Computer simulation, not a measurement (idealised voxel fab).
process module | voxel ribs on slabs
Shown is cross-section cut, with a width of 205 nm and square cells of size 5 nm.
When this document writes out a cross-section, it uses a grid of square cells and lists it as bands, beginning at the top and moving down, with a band standing for one or more rows of cells. For a band, the entry starts with two heights in nm, that of the top and then that of the bottom, and carries on with the band's materials in order from left to right, each alongside its width in nm; the word "full width" beside a single material means it fills the band edge to edge, and "blank" means empty space. Heights are reckoned from 0. Under this level, the received wafer is all of one material. The bottommost band is open-ended downward, for example "0 and below". Width "30 to 40": first value at the band's top row of cells, second value at its bottom row, equal change from row to row. Given "no modification" for a step, no cell of the cross-section differs between before and after that step. "Closed void catalog": sealed empty spaces, 8 cells or more, no open way to top, listed width x height at distance, with distance from the left edge and width, height and distance in nm. Text after the settings on a step's line: the simulator's own remark on that step. overlay nm: step with mask; distance mask lay right of planned place; negative value = left of planned place.

PROCESS STEPS (PLANNED)
1. RECEIVE (material Si)
2. DIRECTIONAL_DEP (material SiO2; thk nm 25)
3. DIRECTIONAL_DEP (material SiN; thk nm 15)
4. DIRECTIONAL_DEP (material aC; thk nm 15)
5. PATTERN (tone cover; mask id RIB; material resist; width nm 20; thk nm 30; overlay nm 0)
6. DIRECTIONAL_ETCH (etch materials aC; depth nm 15)
7. STRIP (etch materials resist)
8. DIRECTIONAL_ETCH (etch materials SiN; depth nm 5)
9. STRIP (etch materials aC)
10. MASKED_ETCH (tone cover; mask id SLAB; width nm 80; etch materials SiN; depth nm 10; overlay nm 0)
11. FILL_DEP (material SiO2; thk nm 25)
12. CMP (height nm 55)
13. DIRECTIONAL_DEP (material TiN; thk nm 5)
14. PATTERN (tone cover; mask id HEATER; material resist; width nm 30; thk nm 15; overlay nm 0)
15. DIRECTIONAL_ETCH (etch materials TiN; depth nm 5)
16. STRIP (etch materials resist)
17. CONFORMAL_DEP (material SiO2; thk nm 10)

FIRST WAFER, AS PLANNED

CROSS-SECTIONAL VIEW OF THE WAFER IN ITS AS-RECEIVED CONDITION, CORRESPONDING TO THE STATE AFTER STEP 1
* 0 and below = Si full width
* Closed void catalog: none

CROSS-SECTION OF THE WAFER AFTER STEP 2
* 25 down to 0 = SiO2 full width
* Rest of section, below 0: as before.

CROSS-SECTION OF THE WAFER AFTER STEP 3
* 40 down to 25 = SiN full width
* Rest of section, below 25: as before.

CROSS-SECTION OF THE WAFER AFTER STEP 4
* 55 down to 40 = aC full width
* Rest of section, below 40: as before.

CROSS-SECTION OF THE WAFER AFTER STEP 5
* 85 down to 55 = blank=90, resist=20, blank=95
* Rest of section, below 55: as before.

CROSS-SECTION OF THE WAFER AFTER STEP 6
* 70 down to 55 = blank=90, resist=20, blank=95
* 55 down to 40 = blank=90, aC=20, blank=95
* Rest of section, below 40: as before.

CROSS-SECTION OF THE WAFER AFTER STEP 7
* 55 down to 40 = blank=90, aC=20, blank=95
* Rest of section, below 40: as before.

CROSS-SECTION OF THE WAFER AFTER STEP 8
* 55 down to 40 = blank=90, aC=20, blank=95
* 40 down to 35 = blank=90, SiN=20, blank=95
* Rest of section, below 35: as before.

CROSS-SECTION OF THE WAFER AFTER STEP 9
* 40 down to 35 = blank=90, SiN=20, blank=95
* Rest of section, below 35: as before.

CROSS-SECTION OF THE WAFER AFTER STEP 10
* 40 down to 35 = blank=90, SiN=20, blank=95
* 35 down to 25 = blank=60, SiN=80, blank=65
* Rest of section, below 25: as before.

CROSS-SECTION OF THE WAFER AFTER STEP 11
* 65 down to 40 = SiO2 full width
* 40 down to 35 = SiO2=90, SiN=20, SiO2=95
* 35 down to 25 = SiO2=60, SiN=80, SiO2=65
* Rest of section, below 25: as before.

CROSS-SECTION OF THE WAFER AFTER STEP 12
* 55 down to 40 = SiO2 full width
* Rest of section, below 40: as before.

CROSS-SECTION OF THE WAFER AFTER STEP 13
* 60 down to 55 = TiN full width
* Rest of section, below 55: as before.

CROSS-SECTION OF THE WAFER AFTER STEP 14
* 75 down to 60 = blank=85, resist=30, blank=90
* Rest of section, below 60: as before.

CROSS-SECTION OF THE WAFER AFTER STEP 15
* 75 down to 60 = blank=85, resist=30, blank=90
* 60 down to 55 = blank=85, TiN=30, blank=90
* Rest of section, below 55: as before.

CROSS-SECTION OF THE WAFER AFTER STEP 16
* 60 down to 55 = blank=85, TiN=30, blank=90
* Rest of section, below 55: as before.

CROSS-SECTION OF THE WAFER AFTER STEP 17
* 70 down to 65 = blank=75, SiO2=50, blank=80
* 65 down to 60 = SiO2 full width
* 60 down to 55 = SiO2=85, TiN=30, SiO2=90
* Rest of section, below 55: as before.

SECOND WAFER - SHARED START AND PLAN WITH THE FIRST - ONE ERROR IN RUNNING - SAME AS THE FIRST UP TO STEP 2 INCLUSIVE

SECOND WAFER PROFILE IN SECTION, AT THE MOMENT STEP 3 OF THE PLAN WAS MEANT TO BE COMPLETE
* 55 down to 25 = SiN full width
* Rest of section, below 25: as before.

SECOND WAFER PROFILE IN SECTION, AT THE MOMENT STEP 4 OF THE PLAN WAS MEANT TO BE COMPLETE
* 70 down to 55 = aC full width
* Rest of section, below 55: as before.

SECOND WAFER PROFILE IN SECTION, AT THE MOMENT STEP 5 OF THE PLAN WAS MEANT TO BE COMPLETE
* 100 down to 70 = blank=90, resist=20, blank=95
* Rest of section, below 70: as before.

SECOND WAFER PROFILE IN SECTION, AT THE MOMENT STEP 6 OF THE PLAN WAS MEANT TO BE COMPLETE
* 85 down to 70 = blank=90, resist=20, blank=95
* 70 down to 55 = blank=90, aC=20, blank=95
* Rest of section, below 55: as before.

SECOND WAFER PROFILE IN SECTION, AT THE MOMENT STEP 7 OF THE PLAN WAS MEANT TO BE COMPLETE
* 70 down to 55 = blank=90, aC=20, blank=95
* Rest of section, below 55: as before.

SECOND WAFER PROFILE IN SECTION, AT THE MOMENT STEP 8 OF THE PLAN WAS MEANT TO BE COMPLETE
* 70 down to 55 = blank=90, aC=20, blank=95
* 55 down to 50 = blank=90, SiN=20, blank=95
* Rest of section, below 50: as before.

SECOND WAFER PROFILE IN SECTION, AT THE MOMENT STEP 9 OF THE PLAN WAS MEANT TO BE COMPLETE
* 55 down to 50 = blank=90, SiN=20, blank=95
* Rest of section, below 50: as before.

SECOND WAFER PROFILE IN SECTION, AT THE MOMENT STEP 10 OF THE PLAN WAS MEANT TO BE COMPLETE
* 55 down to 50 = blank=90, SiN=20, blank=95
* 50 down to 40 = blank=60, SiN=80, blank=65
* Rest of section, below 40: as before.

SECOND WAFER PROFILE IN SECTION, AT THE MOMENT STEP 11 OF THE PLAN WAS MEANT TO BE COMPLETE
* 80 down to 55 = SiO2 full width
* 55 down to 50 = SiO2=90, SiN=20, SiO2=95
* 50 down to 40 = SiO2=60, SiN=80, SiO2=65
* Rest of section, below 40: as before.

SECOND WAFER PROFILE IN SECTION, AT THE MOMENT STEP 12 OF THE PLAN WAS MEANT TO BE COMPLETE
* 55 down to 50 = SiO2=90, SiN=20, SiO2=95
* Rest of section, below 50: as before.

SECOND WAFER PROFILE IN SECTION, AT THE MOMENT STEP 13 OF THE PLAN WAS MEANT TO BE COMPLETE
* 60 down to 55 = TiN full width
* Rest of section, below 55: as before.

SECOND WAFER PROFILE IN SECTION, AT THE MOMENT STEP 14 OF THE PLAN WAS MEANT TO BE COMPLETE
* 75 down to 60 = blank=85, resist=30, blank=90
* Rest of section, below 60: as before.

SECOND WAFER PROFILE IN SECTION, AT THE MOMENT STEP 15 OF THE PLAN WAS MEANT TO BE COMPLETE
* 75 down to 60 = blank=85, resist=30, blank=90
* 60 down to 55 = blank=85, TiN=30, blank=90
* Rest of section, below 55: as before.

SECOND WAFER PROFILE IN SECTION, AT THE MOMENT STEP 16 OF THE PLAN WAS MEANT TO BE COMPLETE
* 60 down to 55 = blank=85, TiN=30, blank=90
* Rest of section, below 55: as before.

SECOND WAFER PROFILE IN SECTION, AT THE MOMENT STEP 17 OF THE PLAN WAS MEANT TO BE COMPLETE
* 70 down to 65 = blank=75, SiO2=50, blank=80
* 65 down to 60 = SiO2 full width
* 60 down to 55 = SiO2=85, TiN=30, SiO2=90
* Rest of section, below 55: as before.
What was done differently from what was planned? plan step 3 ran twice
The final cell counts differ between the wafers, with the second having more or fewer of some materials than the first: SiN +123 | SiO2 -123
